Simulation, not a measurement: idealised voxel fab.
process module | voxel transistor to metal
cross-section cut | 195 nm wide | cells 5 nm
A cross-section is a grid of square cells, given in bands from the top down. A band is one or more rows of cells.
Each band's line starts with the height of the band's top and of its bottom, in nm. Then come its materials from left to right, each with its width in nm. One material with "throughout" fills the band from edge to edge. "air" is empty space.
Height 0 is the level under which the wafer as received is all one material. The lowest band goes on downwards, as in "0 down".
A width such as "30 to 40" changes by the same amount from each row of cells to the next, from the band's top row to its bottom row.
"no change" after a step means that no cell of the cross-section changed.
closed voids: empty space of 8 cells or more with no open way to the top, each as width x height at its distance from the left edge, in nm
after a step's settings: what the simulator itself notes on the step
overlay nm, on a step with a mask: how far to the right of its planned place the mask lay; to the left if negative
plan
1 op RECEIVE | material Si
2 op OXIDIZE | depth nm 5
3 op CONFORMAL_DEP | material SiN | thk nm 10
4 op PATTERN | tone cover | mask id ACTIVE | material resist | width nm 115 | thk nm 20 | overlay nm 0
5 op DIRECTIONAL_ETCH | etch materials SiN | depth nm 10
6 op DIRECTIONAL_ETCH | etch materials SiO2 | depth nm 5
7 op DIRECTIONAL_ETCH | etch materials Si | depth nm 35
8 op STRIP | etch materials resist
9 op FILL_DEP | material SiO2 | thk nm 5
10 op CMP | height nm 10
11 op SELECTIVE_ETCH | etch materials SiO2 | depth nm 10
12 op STRIP | etch materials SiN
13 op SELECTIVE_ETCH | etch materials SiO2 | depth nm 5
14 op OXIDIZE | depth nm 5
15 op DIRECTIONAL_DEP | material polySi | thk nm 20
16 op DIRECTIONAL_DEP | material SiCN | thk nm 10
17 op MASKED_ETCH | tone cover | mask id GATE | width nm 25 | etch materials SiCN | depth nm 20 | overlay nm 0
18 op MASKED_ETCH | tone cover | mask id GATE | width nm 25 | etch materials polySi | depth nm 30 | overlay nm 0
19 op CONFORMAL_DEP | material SiN | thk nm 10
20 op DIRECTIONAL_ETCH | etch materials SiN | depth nm 10
21 op DIRECTIONAL_ETCH | etch materials SiO2 | depth nm 5
22 op DIRECTIONAL_ETCH | etch materials Si | depth nm 10
23 op EPI | material SiGe | thk nm 10
24 op FILL_DEP | material SiO2 | thk nm 5
25 op CMP | height nm 15
26 op STRIP | etch materials polySi
27 op SELECTIVE_ETCH | etch materials SiO2 | depth nm 5
28 op CONFORMAL_DEP | material HfO2 | thk nm 5
29 op CONFORMAL_DEP | material TiN | thk nm 5
30 op FILL_DEP | material W | thk nm 10
31 op CMP | height nm 10
32 op DIRECTIONAL_DEP | material SiO2 | thk nm 15
33 op MASKED_ETCH | tone open | mask id CONTACT | width nm 20 | pitch nm 75 | etch materials SiO2 | depth nm 35 | overlay nm 0
34 op CONFORMAL_DEP | material TiN | thk nm 5
35 op FILL_DEP | material W | thk nm 10
36 op CMP | height nm 25
37 op DIRECTIONAL_DEP | material TiN | thk nm 5
38 op DIRECTIONAL_DEP | material W | thk nm 20
39 op PATTERN | tone cover | mask id METAL_1 | material resist | width nm 20 | pitch nm 75 | thk nm 15 | overlay nm 0
40 op DIRECTIONAL_ETCH | etch materials W | depth nm 20
41 op DIRECTIONAL_ETCH | etch materials TiN | depth nm 5
42 op STRIP | etch materials resist
43 op CONFORMAL_DEP | material SiN | thk nm 5
44 op FILL_DEP | material lowk | thk nm 5
45 op CMP | height nm 50
46 op CONFORMAL_DEP | material SiCN | thk nm 5
as received, after step 1
  0 down: Si throughout
  closed voids: none
a wafer at the end: this start, this plan, one mistake
  55 to 50: SiCN throughout
  50 to 30: lowk 45 | SiN 5 | W 25 | SiN 5 | lowk 40 | SiN 5 | W 25 | SiN 5 | lowk 40
  30 to 25: SiN 50 | TiN 25 | SiN 50 | TiN 25 | SiN 45
  25 to 10: SiO2 50 | TiN 5 | W 10 | TiN 5 | SiO2 55 | TiN 5 | W 10 | TiN 5 | SiO2 50
  10 to 0: SiO2 50 | TiN 5 | W 10 to 5 | TiN 5 to 10 | SiO2 5 | SiN 10 | HfO2 5 | TiN 5 | W 5 | TiN 5 | HfO2 5 | SiN 10 | SiO2 5 | TiN 5 to 10 | W 10 to 5 | TiN 5 | SiO2 50
  0 to -5: SiO2 50 | TiN 5 | W 5 | TiN 5 | SiGe 10 | SiN 10 | HfO2 5 | TiN 15 | HfO2 5 | SiN 10 | SiGe 10 | TiN 5 | W 5 | TiN 5 | SiO2 50
  -5 to -10: SiO2 50 | TiN 15 | SiGe 10 | SiO2 5 | HfO2 35 | SiO2 5 | SiGe 10 | TiN 15 | SiO2 50
  -10 to -20: SiO2 40 | SiGe 35 | Si 45 | SiGe 35 | SiO2 40
  -20 to -40: SiO2 40 | Si 115 | SiO2 40
  -40 down: Si throughout
  closed voids: none
what went wrong: step 39 ran as: op PATTERN | tone cover | mask id METAL_1 | material resist | width nm 25 | pitch nm 75 | thk nm 15 | overlay nm 0
